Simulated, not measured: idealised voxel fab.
process module | voxel self aligned contacts
Square cell edge 5 nm, section width 285 nm, ID cut.
Cross-section layout: square cells on a grid; listed as bands, top to bottom; a band spans one or more cell rows. In this notation a band is specified by the heights of its top and bottom, in that order and in nm, after which its materials appear from left to right, each paired with its width in nm. The word "edge to edge" attached to a single material means that material fills the band from edge to edge; the word "blank" stands for empty space. The reference from which all heights are counted is 0, the level beneath which the as-received wafer is entirely one material; the lowest band, having no lower bound, proceeds downward and is written after the example "0 and below". Top row gets the first number, bottom row gets the second, and each row in between changes by the same step: that is how a band width like "30 to 40" works. "all unchanged" (step): cross-section cells unchanged, all of them. Enclosed cavities: empty space of 8 cells or more with no open way to the top, each as width x height at its distance from the left edge, in nm. Text after the settings on a step's line: the simulator's own remark on that step. overlay nm: how far to the right of its planned place the mask lay on this masked step (negative: to the left).
INTENDED PROCESS STEPS
1) RECEIVE | material Si
2) OXIDIZE | depth nm 5
3) DIRECTIONAL_DEP | material polySi | thk nm 20
4) DIRECTIONAL_DEP | material SiN | thk nm 20
5) PATTERN | tone cover | mask id GATE | material resist | width nm 30 | pitch nm 65 | thk nm 20 | overlay nm 0
6) DIRECTIONAL_ETCH | etch materials SiN | depth nm 20
7) DIRECTIONAL_ETCH | etch materials polySi | depth nm 20
8) STRIP | etch materials resist
9) CONFORMAL_DEP | material SiN | thk nm 10
10) DIRECTIONAL_ETCH | etch materials SiN | depth nm 10
11) FILL_DEP | material SiO2 | thk nm 15
12) CMP | height nm 50
13) MASKED_ETCH | tone open | mask id CONTACT | width nm 45 | etch materials SiO2 | depth nm 55 | overlay nm 0
14) CONFORMAL_DEP | material TiN | thk nm 5
15) FILL_DEP | material W | thk nm 10
16) CMP | height nm 50
17) CONFORMAL_DEP | material SiN | thk nm 5
WAFER AS RECEIVED: CROSS-SECTION FOLLOWING STEP 1
- 0 and below | Si edge to edge
- Enclosed cavities: none
THE FIRST OF TWO WAFERS, CROSS-SECTIONED AT THE END OF THE MODULE, WITH THE RUN PROCEEDING AS PLANNED
- 55 down to 50 | SiN edge to edge
- 50 down to 40 | 120 nm SiO2, then 5 to 20 nm TiN, then 35 to 5 nm W, then 5 to 20 nm TiN, then 120 nm SiO2
- 40 down to 20 | 85 nm SiO2, then 50 nm SiN, then 5 nm TiN, then 5 nm W, then 5 nm TiN, then 50 nm SiN, then 85 nm SiO2
- 20 down to 0 | 85 nm SiO2, then 10 nm SiN, then 30 nm polySi, then 10 nm SiN, then 5 nm TiN, then 5 nm W, then 5 nm TiN, then 10 nm SiN, then 30 nm polySi, then 10 nm SiN, then 85 nm SiO2
- 0 down to -5 | 135 nm SiO2, then 15 nm TiN, then 135 nm SiO2
- -5 and below | Si edge to edge
- Enclosed cavities: none
SECOND WAFER THROUGH THE MODULE, SECTIONED AT THE END: SAME BEGINNING AND SAME PLAN AS THE FIRST WAFER, WITH ONE MISTAKE IN CARRYING IT OUT
- 55 down to 50 | SiN edge to edge
- 50 down to 40 | W edge to edge
- 40 down to 20 | 85 nm W, then 50 nm SiN, then 15 nm W, then 50 nm SiN, then 85 nm W
- 20 down to 0 | 85 nm W, then 10 nm SiN, then 30 nm polySi, then 10 nm SiN, then 15 nm W, then 10 nm SiN, then 30 nm polySi, then 10 nm SiN, then 85 nm W
- 0 down to -5 | SiO2 edge to edge
- -5 and below | Si edge to edge
- Enclosed cavities: none
Deviation noted in wafer processing: step 11 was run on a setting that differed from the plan, and what really ran there is FILL_DEP | material W | thk nm 15
Final tally in cells, some materials are higher or lower on the second wafer than on the first: SiO2 -365; TiN -29; W +394
